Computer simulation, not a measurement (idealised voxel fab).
Process module in this document: voxel capacitor over wiring
270 nm wide, 5 nm square cells: that's cross-section cut.
Throughout this document, each cross-section is represented as a grid of square cells and is presented as a sequence of bands enumerated from the top downward, where a band comprises one or more rows of cells. Each band's line starts with the height of the band's top and of its bottom, in nm. Then come its materials from left to right, each with its width in nm. One material with "full width" fills the band from edge to edge. "blank" is empty space. Ref level 0: as-received wafer is one material below here. Bottom band extends down with no lower bound ("z 0 and below"). With a width like "30..40", each row of cells in the band differs from the next by the same amount, the top row carrying the first number and the bottom row the second. "changes: none" -> step changed no cross-section cell. Entry "Enclosed cavities" = empty spaces >= 8 cells with no open way to the top; each as width x height at distance, distance from left edge, all nm. Past the settings on a step's line: simulator remark, on that step. "overlay nm" denotes, for a step that has a mask, the displacement of the mask to the right of its planned place, with negative values corresponding to the left.

**These are the steps we planned for the process**
1) op RECEIVE | material Si
2) op CONFORMAL_DEP | material SiO2 | thk nm 15
3) op DIRECTIONAL_DEP | material TiN | thk nm 5
4) op DIRECTIONAL_DEP | material Ru | thk nm 25
5) op PATTERN | tone cover | mask id METAL_1 | material resist | width nm 20 | pitch nm 75 | thk nm 15 | overlay nm 0
6) op DIRECTIONAL_ETCH | etch materials Ru | depth nm 25
7) op DIRECTIONAL_ETCH | etch materials TiN | depth nm 5
8) op STRIP | etch materials resist
9) op CONFORMAL_DEP | material SiN | thk nm 5
10) op FILL_DEP | material lowk | thk nm 10
11) op CMP | height nm 45
12) op CONFORMAL_DEP | material SiCN | thk nm 5
13) op DIRECTIONAL_DEP | material lowk | thk nm 10
14) op DIRECTIONAL_DEP | material aC | thk nm 10
15) op PATTERN | tone open | mask id PLUG_1 | material resist | width nm 15 | thk nm 25 | overlay nm 0
16) op DIRECTIONAL_ETCH | etch materials aC | depth nm 10
17) op STRIP | etch materials resist
18) op DIRECTIONAL_ETCH | etch materials lowk | depth nm 10
19) op DIRECTIONAL_ETCH | etch materials SiCN | depth nm 5
20) op STRIP | etch materials aC
21) op CONFORMAL_DEP | material TiN | thk nm 5
22) op FILL_DEP | material Ru | thk nm 10
23) op CMP | height nm 60
24) op DIRECTIONAL_DEP | material TiN | thk nm 10
25) op DIRECTIONAL_DEP | material SiN | thk nm 5
26) op DIRECTIONAL_DEP | material TiN | thk nm 10
27) op PATTERN | tone cover | mask id UPPER_PLATE | material resist | width nm 60 | thk nm 20 | overlay nm 0
28) op DIRECTIONAL_ETCH | etch materials TiN | depth nm 10
29) op DIRECTIONAL_ETCH | etch materials SiN | depth nm 5
30) op STRIP | etch materials resist
31) op MASKED_ETCH | tone cover | mask id LOWER_PLATE | width nm 70 | etch materials TiN | depth nm 10 | overlay nm 0
32) op FILL_DEP | material SiO2 | thk nm 20
33) op CMP | height nm 100
34) op DIRECTIONAL_DEP | material aC | thk nm 10
35) op PATTERN | tone open | mask id PLUG_2 | material resist | width nm 15 | thk nm 25 | overlay nm 0
36) op DIRECTIONAL_ETCH | etch materials aC | depth nm 10
37) op STRIP | etch materials resist
38) op DIRECTIONAL_ETCH | etch materials SiO2 | depth nm 15
39) op STRIP | etch materials aC
40) op CONFORMAL_DEP | material TiN | thk nm 5
41) op FILL_DEP | material Ru | thk nm 10
42) op CMP | height nm 100
43) op CONFORMAL_DEP | material SiN | thk nm 5

**Of two wafers, the first: run according to plan**

**So this is the incoming wafer in cross-section - it's already been through step 1**
    z 0 and below = Si full width
    Enclosed cavities: none

**After step 2: wafer cross-section**
    z 15 to 0 = SiO2 full width
    Beneath the level 0, the cross-section is identical to its previous state.

**After step 3: wafer cross-section**
    z 20 to 15 = TiN full width
    Beneath the level 15, the cross-section is identical to its previous state.

**After step 4: wafer cross-section**
    z 45 to 20 = Ru full width
    Beneath the level 20, the cross-section is identical to its previous state.

**After step 5: wafer cross-section**
    z 60 to 45 = blank: 85 / resist: 20 / blank: 55 / resist: 20 / blank: 90
    Beneath the level 45, the cross-section is identical to its previous state.

**After step 6: wafer cross-section**
    z 60 to 45 = blank: 85 / resist: 20 / blank: 55 / resist: 20 / blank: 90
    z 45 to 20 = blank: 85 / Ru: 20 / blank: 55 / Ru: 20 / blank: 90
    Beneath the level 20, the cross-section is identical to its previous state.

**After step 7: wafer cross-section**
    z 60 to 45 = blank: 85 / resist: 20 / blank: 55 / resist: 20 / blank: 90
    z 45 to 20 = blank: 85 / Ru: 20 / blank: 55 / Ru: 20 / blank: 90
    z 20 to 15 = blank: 85 / TiN: 20 / blank: 55 / TiN: 20 / blank: 90
    Beneath the level 15, the cross-section is identical to its previous state.

**After step 8: wafer cross-section**
    z 45 to 20 = blank: 85 / Ru: 20 / blank: 55 / Ru: 20 / blank: 90
    Beneath the level 20, the cross-section is identical to its previous state.

**After step 9: wafer cross-section**
    z 50 to 45 = blank: 80 / SiN: 30 / blank: 45 / SiN: 30 / blank: 85
    z 45 to 20 = blank: 80 / SiN: 5 / Ru: 20 / SiN: 5 / blank: 45 / SiN: 5 / Ru: 20 / SiN: 5 / blank: 85
    z 20 to 15 = SiN: 85 / TiN: 20 / SiN: 55 / TiN: 20 / SiN: 90
    Beneath the level 15, the cross-section is identical to its previous state.

**After step 10: wafer cross-section**
    z 60 to 50 = lowk full width
    z 50 to 45 = lowk: 80 / SiN: 30 / lowk: 45 / SiN: 30 / lowk: 85
    z 45 to 20 = lowk: 80 / SiN: 5 / Ru: 20 / SiN: 5 / lowk: 45 / SiN: 5 / Ru: 20 / SiN: 5 / lowk: 85
    Beneath the level 20, the cross-section is identical to its previous state.

**After step 11: wafer cross-section**
    z 45 to 20 = lowk: 80 / SiN: 5 / Ru: 20 / SiN: 5 / lowk: 45 / SiN: 5 / Ru: 20 / SiN: 5 / lowk: 85
    Beneath the level 20, the cross-section is identical to its previous state.

**After step 12: wafer cross-section**
    z 50 to 45 = SiCN full width
    Beneath the level 45, the cross-section is identical to its previous state.

**After step 13: wafer cross-section**
    z 60 to 50 = lowk full width
    Beneath the level 50, the cross-section is identical to its previous state.

**After step 14: wafer cross-section**
    z 70 to 60 = aC full width
    Beneath the level 60, the cross-section is identical to its previous state.

**After step 15: wafer cross-section**
    z 95 to 70 = resist: 90 / blank: 15 / resist: 165
    Beneath the level 70, the cross-section is identical to its previous state.

**After step 16: wafer cross-section**
    z 85 to 70 = resist: 90 / blank: 15 / resist: 165
    z 70 to 60 = aC: 90 / blank: 15 / aC: 165
    Beneath the level 60, the cross-section is identical to its previous state.

**After step 17: wafer cross-section**
    z 70 to 60 = aC: 90 / blank: 15 / aC: 165
    Beneath the level 60, the cross-section is identical to its previous state.

**After step 18: wafer cross-section**
    z 70 to 60 = aC: 90 / blank: 15 / aC: 165
    z 60 to 50 = lowk: 90 / blank: 15 / lowk: 165
    Beneath the level 50, the cross-section is identical to its previous state.

**After step 19: wafer cross-section**
    z 70 to 60 = aC: 90 / blank: 15 / aC: 165
    z 60 to 50 = lowk: 90 / blank: 15 / lowk: 165
    z 50 to 45 = SiCN: 90 / blank: 15 / SiCN: 165
    Beneath the level 45, the cross-section is identical to its previous state.

**After step 20: wafer cross-section**
    z 60 to 50 = lowk: 90 / blank: 15 / lowk: 165
    Beneath the level 50, the cross-section is identical to its previous state.

**After step 21: wafer cross-section**
    z 65 to 60 = TiN: 95 / blank: 5 / TiN: 170
    z 60 to 50 = lowk: 90 / TiN: 5 / blank: 5 / TiN: 5 / lowk: 165
    z 50 to 45 = SiCN: 90 / TiN: 15 / SiCN: 165
    Beneath the level 45, the cross-section is identical to its previous state.

**After step 22: wafer cross-section**
    z 75 to 65 = Ru full width
    z 65 to 60 = TiN: 95 / Ru: 5 / TiN: 170
    z 60 to 50 = lowk: 90 / TiN: 5 / Ru: 5 / TiN: 5 / lowk: 165
    Beneath the level 50, the cross-section is identical to its previous state.

**After step 23: wafer cross-section**
    z 60 to 50 = lowk: 90 / TiN: 5 / Ru: 5 / TiN: 5 / lowk: 165
    Beneath the level 50, the cross-section is identical to its previous state.

**After step 24: wafer cross-section**
    z 70 to 60 = TiN full width
    Beneath the level 60, the cross-section is identical to its previous state.

**After step 25: wafer cross-section**
    z 75 to 70 = SiN full width
    Beneath the level 70, the cross-section is identical to its previous state.

**After step 26: wafer cross-section**
    z 85 to 75 = TiN full width
    Beneath the level 75, the cross-section is identical to its previous state.

**After step 27: wafer cross-section**
    z 105 to 85 = blank: 90 / resist: 60 / blank: 120
    Beneath the level 85, the cross-section is identical to its previous state.

**After step 28: wafer cross-section**
    z 105 to 85 = blank: 90 / resist: 60 / blank: 120
    z 85 to 75 = blank: 90 / TiN: 60 / blank: 120
    Beneath the level 75, the cross-section is identical to its previous state.

**After step 29: wafer cross-section**
    z 105 to 85 = blank: 90 / resist: 60 / blank: 120
    z 85 to 75 = blank: 90 / TiN: 60 / blank: 120
    z 75 to 70 = blank: 90 / SiN: 60 / blank: 120
    Beneath the level 70, the cross-section is identical to its previous state.

**After step 30: wafer cross-section**
    z 85 to 75 = blank: 90 / TiN: 60 / blank: 120
    Beneath the level 75, the cross-section is identical to its previous state.

**After step 31: wafer cross-section**
    z 85 to 75 = blank: 90 / TiN: 60 / blank: 120
    z 75 to 70 = blank: 90 / SiN: 60 / blank: 120
    z 70 to 60 = blank: 85 / TiN: 70 / blank: 115
    Beneath the level 60, the cross-section is identical to its previous state.

**After step 32: wafer cross-section**
    z 105 to 85 = SiO2 full width
    z 85 to 75 = SiO2: 90 / TiN: 60 / SiO2: 120
    z 75 to 70 = SiO2: 90 / SiN: 60 / SiO2: 120
    z 70 to 60 = SiO2: 85 / TiN: 70 / SiO2: 115
    Beneath the level 60, the cross-section is identical to its previous state.

**After step 33: wafer cross-section**
    z 100 to 85 = SiO2 full width
    Beneath the level 85, the cross-section is identical to its previous state.

**After step 34: wafer cross-section**
    z 110 to 100 = aC full width
    Beneath the level 100, the cross-section is identical to its previous state.

**After step 35: wafer cross-section**
    z 135 to 110 = resist: 100 / blank: 15 / resist: 155
    Beneath the level 110, the cross-section is identical to its previous state.

**After step 36: wafer cross-section**
    z 125 to 110 = resist: 100 / blank: 15 / resist: 155
    z 110 to 100 = aC: 100 / blank: 15 / aC: 155
    Beneath the level 100, the cross-section is identical to its previous state.

**After step 37: wafer cross-section**
    z 110 to 100 = aC: 100 / blank: 15 / aC: 155
    Beneath the level 100, the cross-section is identical to its previous state.

**After step 38: wafer cross-section**
    z 110 to 100 = aC: 100 / blank: 15 / aC: 155
    z 100 to 85 = SiO2: 100 / blank: 15 / SiO2: 155
    Beneath the level 85, the cross-section is identical to its previous state.

**After step 39: wafer cross-section**
    z 100 to 85 = SiO2: 100 / blank: 15 / SiO2: 155
    Beneath the level 85, the cross-section is identical to its previous state.

**After step 40: wafer cross-section**
    z 105 to 100 = TiN: 105 / blank: 5 / TiN: 160
    z 100 to 90 = SiO2: 100 / TiN: 5 / blank: 5 / TiN: 5 / SiO2: 155
    z 90 to 85 = SiO2: 100 / TiN: 15 / SiO2: 155
    Beneath the level 85, the cross-section is identical to its previous state.

**After step 41: wafer cross-section**
    z 115 to 105 = Ru full width
    z 105 to 100 = TiN: 105 / Ru: 5 / TiN: 160
    z 100 to 90 = SiO2: 100 / TiN: 5 / Ru: 5 / TiN: 5 / SiO2: 155
    Beneath the level 90, the cross-section is identical to its previous state.

**After step 42: wafer cross-section**
    z 100 to 90 = SiO2: 100 / TiN: 5 / Ru: 5 / TiN: 5 / SiO2: 155
    Beneath the level 90, the cross-section is identical to its previous state.

**After step 43: wafer cross-section**
    z 105 to 100 = SiN full width
    Beneath the level 100, the cross-section is identical to its previous state.

**The second wafer was prepared from the same starting point and under the same plan as the first; its processing contained one mistake, and it remains indistinguishable from the first wafer up to and including step 1**

**The second wafer cut through, at the time step 2 was supposed to be finished**
    z 30 to 0 = SiO2 full width
    Beneath the level 0, the cross-section is identical to its previous state.

**The second wafer cut through, at the time step 3 was supposed to be finished**
    z 35 to 30 = TiN full width
    Beneath the level 30, the cross-section is identical to its previous state.

**The second wafer cut through, at the time step 4 was supposed to be finished**
    z 60 to 35 = Ru full width
    Beneath the level 35, the cross-section is identical to its previous state.

**The second wafer cut through, at the time step 5 was supposed to be finished**
    z 75 to 60 = blank: 85 / resist: 20 / blank: 55 / resist: 20 / blank: 90
    Beneath the level 60, the cross-section is identical to its previous state.

**The second wafer cut through, at the time step 6 was supposed to be finished**
    z 75 to 60 = blank: 85 / resist: 20 / blank: 55 / resist: 20 / blank: 90
    z 60 to 35 = blank: 85 / Ru: 20 / blank: 55 / Ru: 20 / blank: 90
    Beneath the level 35, the cross-section is identical to its previous state.

**The second wafer cut through, at the time step 7 was supposed to be finished**
    z 75 to 60 = blank: 85 / resist: 20 / blank: 55 / resist: 20 / blank: 90
    z 60 to 35 = blank: 85 / Ru: 20 / blank: 55 / Ru: 20 / blank: 90
    z 35 to 30 = blank: 85 / TiN: 20 / blank: 55 / TiN: 20 / blank: 90
    Beneath the level 30, the cross-section is identical to its previous state.

**The second wafer cut through, at the time step 8 was supposed to be finished**
    z 60 to 35 = blank: 85 / Ru: 20 / blank: 55 / Ru: 20 / blank: 90
    Beneath the level 35, the cross-section is identical to its previous state.

**The second wafer cut through, at the time step 9 was supposed to be finished**
    z 65 to 60 = blank: 80 / SiN: 30 / blank: 45 / SiN: 30 / blank: 85
    z 60 to 35 = blank: 80 / SiN: 5 / Ru: 20 / SiN: 5 / blank: 45 / SiN: 5 / Ru: 20 / SiN: 5 / blank: 85
    z 35 to 30 = SiN: 85 / TiN: 20 / SiN: 55 / TiN: 20 / SiN: 90
    Beneath the level 30, the cross-section is identical to its previous state.

**The second wafer cut through, at the time step 10 was supposed to be finished**
    z 75 to 65 = lowk full width
    z 65 to 60 = lowk: 80 / SiN: 30 / lowk: 45 / SiN: 30 / lowk: 85
    z 60 to 35 = lowk: 80 / SiN: 5 / Ru: 20 / SiN: 5 / lowk: 45 / SiN: 5 / Ru: 20 / SiN: 5 / lowk: 85
    Beneath the level 35, the cross-section is identical to its previous state.

**The second wafer cut through, at the time step 11 was supposed to be finished**
    z 45 to 35 = lowk: 80 / SiN: 5 / Ru: 20 / SiN: 5 / lowk: 45 / SiN: 5 / Ru: 20 / SiN: 5 / lowk: 85
    Beneath the level 35, the cross-section is identical to its previous state.

**The second wafer cut through, at the time step 12 was supposed to be finished**
    z 50 to 45 = SiCN full width
    Beneath the level 45, the cross-section is identical to its previous state.

**The second wafer cut through, at the time step 13 was supposed to be finished**
    z 60 to 50 = lowk full width
    Beneath the level 50, the cross-section is identical to its previous state.

**The second wafer cut through, at the time step 14 was supposed to be finished**
    z 70 to 60 = aC full width
    Beneath the level 60, the cross-section is identical to its previous state.

**The second wafer cut through, at the time step 15 was supposed to be finished**
    z 95 to 70 = resist: 90 / blank: 15 / resist: 165
    Beneath the level 70, the cross-section is identical to its previous state.

**The second wafer cut through, at the time step 16 was supposed to be finished**
    z 85 to 70 = resist: 90 / blank: 15 / resist: 165
    z 70 to 60 = aC: 90 / blank: 15 / aC: 165
    Beneath the level 60, the cross-section is identical to its previous state.

**The second wafer cut through, at the time step 17 was supposed to be finished**
    z 70 to 60 = aC: 90 / blank: 15 / aC: 165
    Beneath the level 60, the cross-section is identical to its previous state.

**The second wafer cut through, at the time step 18 was supposed to be finished**
    z 70 to 60 = aC: 90 / blank: 15 / aC: 165
    z 60 to 50 = lowk: 90 / blank: 15 / lowk: 165
    Beneath the level 50, the cross-section is identical to its previous state.

**The second wafer cut through, at the time step 19 was supposed to be finished**
    z 70 to 60 = aC: 90 / blank: 15 / aC: 165
    z 60 to 50 = lowk: 90 / blank: 15 / lowk: 165
    z 50 to 45 = SiCN: 90 / blank: 15 / SiCN: 165
    Beneath the level 45, the cross-section is identical to its previous state.

**The second wafer cut through, at the time step 20 was supposed to be finished**
    z 60 to 50 = lowk: 90 / blank: 15 / lowk: 165
    Beneath the level 50, the cross-section is identical to its previous state.

**The second wafer cut through, at the time step 21 was supposed to be finished**
    z 65 to 60 = TiN: 95 / blank: 5 / TiN: 170
    z 60 to 50 = lowk: 90 / TiN: 5 / blank: 5 / TiN: 5 / lowk: 165
    z 50 to 45 = SiCN: 90 / TiN: 15 / SiCN: 165
    Beneath the level 45, the cross-section is identical to its previous state.

**The second wafer cut through, at the time step 22 was supposed to be finished**
    z 75 to 65 = Ru full width
    z 65 to 60 = TiN: 95 / Ru: 5 / TiN: 170
    z 60 to 50 = lowk: 90 / TiN: 5 / Ru: 5 / TiN: 5 / lowk: 165
    Beneath the level 50, the cross-section is identical to its previous state.

**The second wafer cut through, at the time step 23 was supposed to be finished**
    z 60 to 50 = lowk: 90 / TiN: 5 / Ru: 5 / TiN: 5 / lowk: 165
    Beneath the level 50, the cross-section is identical to its previous state.

**The second wafer cut through, at the time step 24 was supposed to be finished**
    z 70 to 60 = TiN full width
    Beneath the level 60, the cross-section is identical to its previous state.

**The second wafer cut through, at the time step 25 was supposed to be finished**
    z 75 to 70 = SiN full width
    Beneath the level 70, the cross-section is identical to its previous state.

**The second wafer cut through, at the time step 26 was supposed to be finished**
    z 85 to 75 = TiN full width
    Beneath the level 75, the cross-section is identical to its previous state.

**The second wafer cut through, at the time step 27 was supposed to be finished**
    z 105 to 85 = blank: 90 / resist: 60 / blank: 120
    Beneath the level 85, the cross-section is identical to its previous state.

**The second wafer cut through, at the time step 28 was supposed to be finished**
    z 105 to 85 = blank: 90 / resist: 60 / blank: 120
    z 85 to 75 = blank: 90 / TiN: 60 / blank: 120
    Beneath the level 75, the cross-section is identical to its previous state.

**The second wafer cut through, at the time step 29 was supposed to be finished**
    z 105 to 85 = blank: 90 / resist: 60 / blank: 120
    z 85 to 75 = blank: 90 / TiN: 60 / blank: 120
    z 75 to 70 = blank: 90 / SiN: 60 / blank: 120
    Beneath the level 70, the cross-section is identical to its previous state.

**The second wafer cut through, at the time step 30 was supposed to be finished**
    z 85 to 75 = blank: 90 / TiN: 60 / blank: 120
    Beneath the level 75, the cross-section is identical to its previous state.

**The second wafer cut through, at the time step 31 was supposed to be finished**
    z 85 to 75 = blank: 90 / TiN: 60 / blank: 120
    z 75 to 70 = blank: 90 / SiN: 60 / blank: 120
    z 70 to 60 = blank: 85 / TiN: 70 / blank: 115
    Beneath the level 60, the cross-section is identical to its previous state.

**The second wafer cut through, at the time step 32 was supposed to be finished**
    z 105 to 85 = SiO2 full width
    z 85 to 75 = SiO2: 90 / TiN: 60 / SiO2: 120
    z 75 to 70 = SiO2: 90 / SiN: 60 / SiO2: 120
    z 70 to 60 = SiO2: 85 / TiN: 70 / SiO2: 115
    Beneath the level 60, the cross-section is identical to its previous state.

**The second wafer cut through, at the time step 33 was supposed to be finished**
    z 100 to 85 = SiO2 full width
    Beneath the level 85, the cross-section is identical to its previous state.

**The second wafer cut through, at the time step 34 was supposed to be finished**
    z 110 to 100 = aC full width
    Beneath the level 100, the cross-section is identical to its previous state.

**The second wafer cut through, at the time step 35 was supposed to be finished**
    z 135 to 110 = resist: 100 / blank: 15 / resist: 155
    Beneath the level 110, the cross-section is identical to its previous state.

**The second wafer cut through, at the time step 36 was supposed to be finished**
    z 125 to 110 = resist: 100 / blank: 15 / resist: 155
    z 110 to 100 = aC: 100 / blank: 15 / aC: 155
    Beneath the level 100, the cross-section is identical to its previous state.

**The second wafer cut through, at the time step 37 was supposed to be finished**
    z 110 to 100 = aC: 100 / blank: 15 / aC: 155
    Beneath the level 100, the cross-section is identical to its previous state.

**The second wafer cut through, at the time step 38 was supposed to be finished**
    z 110 to 100 = aC: 100 / blank: 15 / aC: 155
    z 100 to 85 = SiO2: 100 / blank: 15 / SiO2: 155
    Beneath the level 85, the cross-section is identical to its previous state.

**The second wafer cut through, at the time step 39 was supposed to be finished**
    z 100 to 85 = SiO2: 100 / blank: 15 / SiO2: 155
    Beneath the level 85, the cross-section is identical to its previous state.

**The second wafer cut through, at the time step 40 was supposed to be finished**
    z 105 to 100 = TiN: 105 / blank: 5 / TiN: 160
    z 100 to 90 = SiO2: 100 / TiN: 5 / blank: 5 / TiN: 5 / SiO2: 155
    z 90 to 85 = SiO2: 100 / TiN: 15 / SiO2: 155
    Beneath the level 85, the cross-section is identical to its previous state.

**The second wafer cut through, at the time step 41 was supposed to be finished**
    z 115 to 105 = Ru full width
    z 105 to 100 = TiN: 105 / Ru: 5 / TiN: 160
    z 100 to 90 = SiO2: 100 / TiN: 5 / Ru: 5 / TiN: 5 / SiO2: 155
    Beneath the level 90, the cross-section is identical to its previous state.

**The second wafer cut through, at the time step 42 was supposed to be finished**
    z 100 to 90 = SiO2: 100 / TiN: 5 / Ru: 5 / TiN: 5 / SiO2: 155
    Beneath the level 90, the cross-section is identical to its previous state.

**The second wafer cut through, at the time step 43 was supposed to be finished**
    z 105 to 100 = SiN full width
    Beneath the level 100, the cross-section is identical to its previous state.
Deviation noted in wafer processing: step 2 of the plan was executed twice over
The final cell counts differ between the wafers, with the second having more or fewer of some materials than the first: 24 fewer of Ru; 12 fewer of SiN; 162 more of SiO2; 126 fewer of lowk
